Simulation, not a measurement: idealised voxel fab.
process module | voxel capacitor over wiring
cross-section cut | 240 nm wide | cells 5 nm
A cross-section is a grid of square cells, given in bands from the top down. A band is one or more rows of cells.
Each band's line starts with the height of the band's top and of its bottom, in nm. Then come its materials from left to right, each with its width in nm. One material with "throughout" fills the band from edge to edge. "air" is empty space.
Height 0 is the level under which the wafer as received is all one material. The lowest band goes on downwards, as in "0 down".
A width such as "30 to 40" changes by the same amount from each row of cells to the next, from the band's top row to its bottom row.
"no change" after a step means that no cell of the cross-section changed.
closed voids: empty space of 8 cells or more with no open way to the top, each as width x height at its distance from the left edge, in nm
after a step's settings: what the simulator itself notes on the step
overlay nm, on a step with a mask: how far to the right of its planned place the mask lay; to the left if negative
plan
1 op RECEIVE | material Si
2 op CONFORMAL_DEP | material SiO2 | thk nm 15
3 op CONFORMAL_DEP | material SiCN | thk nm 5
4 op DIRECTIONAL_DEP | material lowk | thk nm 15
5 op PATTERN | tone open | mask id METAL_1 | material resist | width nm 20 | pitch nm 70 | thk nm 20 | overlay nm 0
6 op DIRECTIONAL_ETCH | etch materials lowk | depth nm 15
7 op DIRECTIONAL_ETCH | etch materials SiCN | depth nm 5
8 op STRIP | etch materials resist
9 op CONFORMAL_DEP | material TiN | thk nm 5
10 op FILL_DEP | material Cu | thk nm 10
11 op CMP | height nm 35
12 op CONFORMAL_DEP | material SiCN | thk nm 5
13 op DIRECTIONAL_DEP | material lowk | thk nm 15
14 op MASKED_ETCH | tone open | mask id PLUG_1 | width nm 15 | etch materials lowk | depth nm 5 | overlay nm 0
15 op MASKED_ETCH | tone open | mask id PLUG_1 | width nm 15 | etch materials SiCN | depth nm 5 | overlay nm 0
16 op CONFORMAL_DEP | material TiN | thk nm 5
17 op FILL_DEP | material Cu | thk nm 10
18 op CMP | height nm 55
19 op DIRECTIONAL_DEP | material TiN | thk nm 5
20 op DIRECTIONAL_DEP | material HfO2 | thk nm 5
21 op DIRECTIONAL_DEP | material TiN | thk nm 5
22 op PATTERN | tone cover | mask id UPPER_PLATE | material resist | width nm 55 | thk nm 15 | overlay nm 0
23 op DIRECTIONAL_ETCH | etch materials TiN | depth nm 5
24 op DIRECTIONAL_ETCH | etch materials HfO2 | depth nm 5
25 op STRIP | etch materials resist
26 op DIRECTIONAL_DEP | material aC | thk nm 15
27 op PATTERN | tone cover | mask id LOWER_PLATE | material resist | width nm 65 | thk nm 30 | overlay nm 0
28 op DIRECTIONAL_ETCH | etch materials aC | depth nm 15
29 op STRIP | etch materials resist
30 op DIRECTIONAL_ETCH | etch materials TiN | depth nm 5
31 op STRIP | etch materials aC
32 op FILL_DEP | material SiO2 | thk nm 15
33 op CMP | height nm 80
34 op MASKED_ETCH | tone open | mask id PLUG_2 | width nm 15 | etch materials SiO2 | depth nm 10 | overlay nm 0
35 op CONFORMAL_DEP | material TiN | thk nm 5
36 op FILL_DEP | material Ru | thk nm 10
37 op CMP | height nm 80
38 op CONFORMAL_DEP | material SiN | thk nm 5
varied across the wafers: depth nm of step 14. The plan shows the first wafer's value. All wafers start alike
first wafer as received, after step 1
  0 down: Si throughout
  closed voids: none
each wafer at the end: cells of each material gained (+) or lost (-) since it was received, then its closed voids
depth nm 5 | +12 Cu | +11 HfO2 | +1 Ru | +88 SiCN | +48 SiN | +343 SiO2 | +52 TiN | +261 lowk | closed voids: none
depth nm 10 | +13 Cu | +11 HfO2 | +1 Ru | +88 SiCN | +48 SiN | +343 SiO2 | +54 TiN | +258 lowk | closed voids: none
depth nm 15 | +15 Cu | +11 HfO2 | +1 Ru | +85 SiCN | +48 SiN | +343 SiO2 | +58 TiN | +255 lowk | closed voids: none
depth nm 20 | +15 Cu | +11 HfO2 | +1 Ru | +85 SiCN | +48 SiN | +343 SiO2 | +58 TiN | +255 lowk | closed voids: none
depth nm 25 | +15 Cu | +11 HfO2 | +1 Ru | +85 SiCN | +48 SiN | +343 SiO2 | +58 TiN | +255 lowk | closed voids: none
depth nm 30 | +15 Cu | +11 HfO2 | +1 Ru | +85 SiCN | +48 SiN | +343 SiO2 | +58 TiN | +255 lowk | closed voids: none
